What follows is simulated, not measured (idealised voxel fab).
process module | voxel transistor to metal
Cross-section cut spans 215 nm and uses square cells 5 nm in size.
Cross-section spec: square-cell grid; bands listed top down; each band is one or more rows. Band: top and bottom heights (nm) first, top before bottom; then materials from left to right, widths in nm. "throughout" marks a sole material filling the band edge to edge. "empty" denotes empty space. The reference from which all heights are counted is 0, the level beneath which the as-received wafer is entirely one material; the lowest band, having no lower bound, proceeds downward and is written after the example "z 0 and below". Think of "30 to 40" as a width that walks from the first number to the second as you go down the band, top row to bottom row, taking equal-sized steps from row to row. Given "changes: none" for a step, no cell of the cross-section differs between before and after that step. Listed in "Sealed void list": every empty space of 8 or more cells without an open way to the top. Form: width x height at distance, the distance being from the left edge, all in nm. What comes after the settings on a step's line is commentary from the simulator itself on that step. "overlay nm" answers the question of how far to the right of plan the mask lay on a step that has a mask, and when it is negative the answer is to the left.
### Process steps foreseen in the plan
1 RECEIVE | material Si
2 OXIDIZE | depth nm 5
3 CONFORMAL_DEP | material SiN | thk nm 15
4 DIRECTIONAL_DEP | material aC | thk nm 10
5 PATTERN | tone cover | mask id ACTIVE | material resist | width nm 115 | thk nm 25 | overlay nm 0
6 DIRECTIONAL_ETCH | etch materials aC | depth nm 10
7 STRIP | etch materials resist
8 DIRECTIONAL_ETCH | etch materials SiN | depth nm 15
9 DIRECTIONAL_ETCH | etch materials SiO2 | depth nm 5
10 DIRECTIONAL_ETCH | etch materials Si | depth nm 25
11 STRIP | etch materials aC
12 OXIDIZE | depth nm 5
13 FILL_DEP | material SiO2 | thk nm 15
14 CMP | height nm 15
15 SELECTIVE_ETCH | etch materials SiO2 | depth nm 15
16 STRIP | etch materials SiN
17 SELECTIVE_ETCH | etch materials SiO2 | depth nm 5
18 OXIDIZE | depth nm 5
19 DIRECTIONAL_DEP | material polySi | thk nm 20
20 DIRECTIONAL_DEP | material SiCN | thk nm 10
21 PATTERN | tone cover | mask id GATE | material resist | width nm 25 | thk nm 20 | overlay nm 0
22 DIRECTIONAL_ETCH | etch materials SiCN | depth nm 20
23 DIRECTIONAL_ETCH | etch materials polySi | depth nm 30
24 STRIP | etch materials resist
25 CONFORMAL_DEP | material SiN | thk nm 5
26 DIRECTIONAL_ETCH | etch materials SiN | depth nm 5
27 DIRECTIONAL_ETCH | etch materials SiO2 | depth nm 5
28 DIRECTIONAL_ETCH | etch materials Si | depth nm 15
29 EPI | material SiGe | thk nm 15
30 FILL_DEP | material SiO2 | thk nm 10
31 CMP | height nm 15
32 STRIP | etch materials polySi
33 SELECTIVE_ETCH | etch materials SiO2 | depth nm 5
34 CONFORMAL_DEP | material HfO2 | thk nm 5
35 CONFORMAL_DEP | material TiN | thk nm 5
36 FILL_DEP | material W | thk nm 10
37 CMP | height nm 10
38 DIRECTIONAL_DEP | material SiO2 | thk nm 15
39 PATTERN | tone open | mask id CONTACT | material resist | width nm 20 | pitch nm 85 | thk nm 20 | overlay nm 0
40 DIRECTIONAL_ETCH | etch materials SiO2 | depth nm 35
41 STRIP | etch materials resist
42 CONFORMAL_DEP | material TiN | thk nm 5
43 FILL_DEP | material W | thk nm 10
44 CMP | height nm 25
45 DIRECTIONAL_DEP | material TiN | thk nm 5
46 DIRECTIONAL_DEP | material Ru | thk nm 15
47 PATTERN | tone cover | mask id METAL_1 | material resist | width nm 20 | pitch nm 85 | thk nm 20 | overlay nm 0
48 DIRECTIONAL_ETCH | etch materials Ru | depth nm 15
49 DIRECTIONAL_ETCH | etch materials TiN | depth nm 5
50 STRIP | etch materials resist
51 CONFORMAL_DEP | material SiCN | thk nm 5
52 FILL_DEP | material lowk | thk nm 10
53 CMP | height nm 45
54 CONFORMAL_DEP | material SiCN | thk nm 5
### Cross-section of the wafer upon arrival, representing the state reached after step 1
z 0 and below  Si throughout
Sealed void list: none
### The cross-section shown corresponds to the wafer at the conclusion of the module. The initial structure and the process plan are those presented above; however, one mistake occurred in executing the plan
z 50 to 45  SiCN throughout
z 45 to 30  lowk 45 nm  SiCN 5 nm  Ru 20 nm  SiCN 5 nm  lowk 55 nm  SiCN 5 nm  Ru 20 nm  SiCN 5 nm  lowk 55 nm
z 30 to 25  SiCN 50 nm  TiN 20 nm  SiCN 65 nm  TiN 20 nm  SiCN 60 nm
z 25 to 10  SiO2 55 nm  TiN 5 nm  W 10 nm  TiN 5 nm  SiO2 65 nm  TiN 5 nm  W 10 nm  TiN 5 nm  SiO2 55 nm
z 10 to 5  SiO2 55 nm  TiN 5 nm  W 10 nm  TiN 5 nm  SiO2 15 nm  SiN 5 nm  HfO2 5 nm  TiN 5 nm  W 5 nm  TiN 5 nm  HfO2 5 nm  SiN 5 nm  SiO2 15 nm  TiN 5 nm  W 10 nm  TiN 5 nm  SiO2 55 nm
z 5 to 0  SiO2 55 nm  TiN 5 nm  W 10 nm  TiN 5 nm  SiGe 15 nm  SiN 5 nm  HfO2 5 nm  TiN 5 nm  W 5 nm  TiN 5 nm  HfO2 5 nm  SiN 5 nm  SiGe 15 nm  TiN 5 nm  W 10 nm  TiN 5 nm  SiO2 55 nm
z 0 to -5  SiO2 55 nm  TiN 5 nm  W 10 nm  TiN 5 nm  SiGe 15 nm  SiN 5 nm  HfO2 5 nm  TiN 15 nm  HfO2 5 nm  SiN 5 nm  SiGe 15 nm  TiN 5 nm  W 10 nm  TiN 5 nm  SiO2 55 nm
z -5 to -10  SiO2 55 nm  TiN 20 nm  SiGe 15 nm  HfO2 35 nm  SiGe 15 nm  TiN 20 nm  SiO2 55 nm
z -10 to -25  SiO2 55 nm  SiGe 35 nm  Si 35 nm  SiGe 35 nm  SiO2 55 nm
z -25 to -35  SiO2 55 nm  Si 105 nm  SiO2 55 nm
z -35 and below  Si throughout
Sealed void list: none
Against the plan, the run slipped here: step 47 ran as: PATTERN | tone cover | mask id METAL_1 | material resist | width nm 20 | pitch nm 85 | thk nm 20 | overlay nm -5
